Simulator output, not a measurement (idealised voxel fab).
This section sets out a process module, namely voxel self aligned vias.
The width of the displayed cross-section, cut, is 210 nm; its cells are square, with a size of 5 nm.
Format of a cross-section: grid, square cells. Given as bands. Order: top down. Band: one or more rows of cells.
It is stipulated that each band's entry specify, in nanometres, the height of the top of the band and then that of its bottom, followed by the materials of the band in left-to-right sequence, each together with its width in nanometres. A single material marked by the word "everywhere" is understood to fill the band from edge to edge; the word "empty" is understood to denote empty space.
Measure heights from 0. That's the level where, below it, the as-received wafer is all one material. The lowest band is bottomless and extends downward; write it as in "z 0 and below".
Graded width ("30->40"): value in top row of band = first number; value in bottom row = second number; row-to-row change constant.
The designation "remained unchanged", where it is given for a processing step, indicates that no cell of the cross-section was altered in the course of that step.
Entry "Enclosed voids" = empty spaces >= 8 cells with no open way to the top; each as width x height at distance, distance from left edge, all nm.
The remark found on a step's line after its settings is issued by the simulator itself and pertains to that step.
"overlay nm", when on a step's line for a step with a mask, measures how far to the right of its planned place the mask lay; a negative measure means to the left.

### The planned process steps are enumerated hereunder
1. RECEIVE with material Si
2. CONFORMAL_DEP with material SiO2, thk nm 15
3. CONFORMAL_DEP with material SiCN, thk nm 5
4. DIRECTIONAL_DEP with material SiO2, thk nm 25
5. PATTERN with tone open, mask id LINES, material resist, width nm 20, pitch nm 60, thk nm 15, overlay nm 0
6. DIRECTIONAL_ETCH with etch materials SiO2, depth nm 25
7. STRIP with etch materials resist
8. CONFORMAL_DEP with material TiN, thk nm 5
9. FILL_DEP with material Ru, thk nm 5
10. CMP with height nm 45
11. SELECTIVE_ETCH with etch materials W Ru TiN, depth nm 10
12. FILL_DEP with material SiN, thk nm 5
13. CMP with height nm 45
14. DIRECTIONAL_DEP with material SiO2, thk nm 20
15. DIRECTIONAL_DEP with material aC, thk nm 10
16. PATTERN with tone open, mask id VIAS, material resist, width nm 30, thk nm 30, overlay nm 0
17. DIRECTIONAL_ETCH with etch materials aC, depth nm 10
18. STRIP with etch materials resist
19. DIRECTIONAL_ETCH with etch materials SiO2, depth nm 10
20. DIRECTIONAL_ETCH with etch materials SiN, depth nm 10
21. STRIP with etch materials aC
22. CONFORMAL_DEP with material TiN, thk nm 5
23. FILL_DEP with material Cu, thk nm 5
24. CMP with height nm 65
25. CONFORMAL_DEP with material SiCN, thk nm 5
Keep in mind the plan's value for the depth nm of step 19 comes from the first wafer; the wafers don't share that setting, but they do share the same starting point.

### Cross-section of the first incoming wafer of several, state after step 1
z 0 and below: Si everywhere
Enclosed voids: none

### First wafer of several, cross-section, module end, after step 25 (last)
z 70 to 65: SiCN everywhere
z 65 to 60: SiO2 (60) / TiN (5) / Cu (20) / TiN (5) / SiO2 (120)
z 60 to 55: SiO2 (60) / TiN (30) / SiO2 (120)
z 55 to 45: SiO2 everywhere
z 45 to 35: SiO2 (65) / SiN (20) / SiO2 (40) / SiN (20) / SiO2 (65)
z 35 to 25: SiO2 (65) / TiN (5) / Ru (10) / TiN (5) / SiO2 (40) / TiN (5) / Ru (10) / TiN (5) / SiO2 (65)
z 25 to 20: SiO2 (65) / TiN (20) / SiO2 (40) / TiN (20) / SiO2 (65)
z 20 to 15: SiCN everywhere
z 15 to 0: SiO2 everywhere
z 0 and below: Si everywhere
Enclosed voids: none

### Cross-sectional view of the final wafer of several at the module's end
z 70 to 65: SiCN everywhere
z 65 to 45: SiO2 (60) / TiN (5) / Cu (20) / TiN (5) / SiO2 (120)
z 45 to 40: SiO2 (60) / TiN (5) / Cu (20) / TiN (5) / SiO2 (35) / SiN (20) / SiO2 (65)
z 40 to 35: SiO2 (60) / TiN (30) / SiO2 (35) / SiN (20) / SiO2 (65)
z 35 to 25: SiO2 (60->65) / TiN (10->5) / Ru (10) / TiN (10->5) / SiO2 (35->40) / TiN (5) / Ru (10) / TiN (5) / SiO2 (65)
z 25 to 20: SiO2 (65) / TiN (20) / SiO2 (40) / TiN (20) / SiO2 (65)
z 20 to 15: SiCN everywhere
z 15 to 0: SiO2 everywhere
z 0 and below: Si everywhere
Enclosed voids: none

### Below, a row for every wafer. Read it as the end-of-module picture: for each material the wafer shows its cells gained (+) or lost (-) since it was received, and then its closed voids
depth nm 10; +4 Cu; +8 Ru; +84 SiCN; +16 SiN; +452 SiO2; +24 TiN; Enclosed voids: none
depth nm 15; +8 Cu; +8 Ru; +84 SiCN; +16 SiN; +446 SiO2; +26 TiN; Enclosed voids: none
depth nm 20; +16 Cu; +8 Ru; +84 SiCN; +8 SiN; +440 SiO2; +32 TiN; Enclosed voids: none
depth nm 25; +18 Cu; +8 Ru; +84 SiCN; +8 SiN; +438 SiO2; +32 TiN; Enclosed voids: none
depth nm 30; +20 Cu; +8 Ru; +84 SiCN; +8 SiN; +436 SiO2; +32 TiN; Enclosed voids: none
depth nm 35; +20 Cu; +8 Ru; +84 SiCN; +8 SiN; +434 SiO2; +34 TiN; Enclosed voids: none
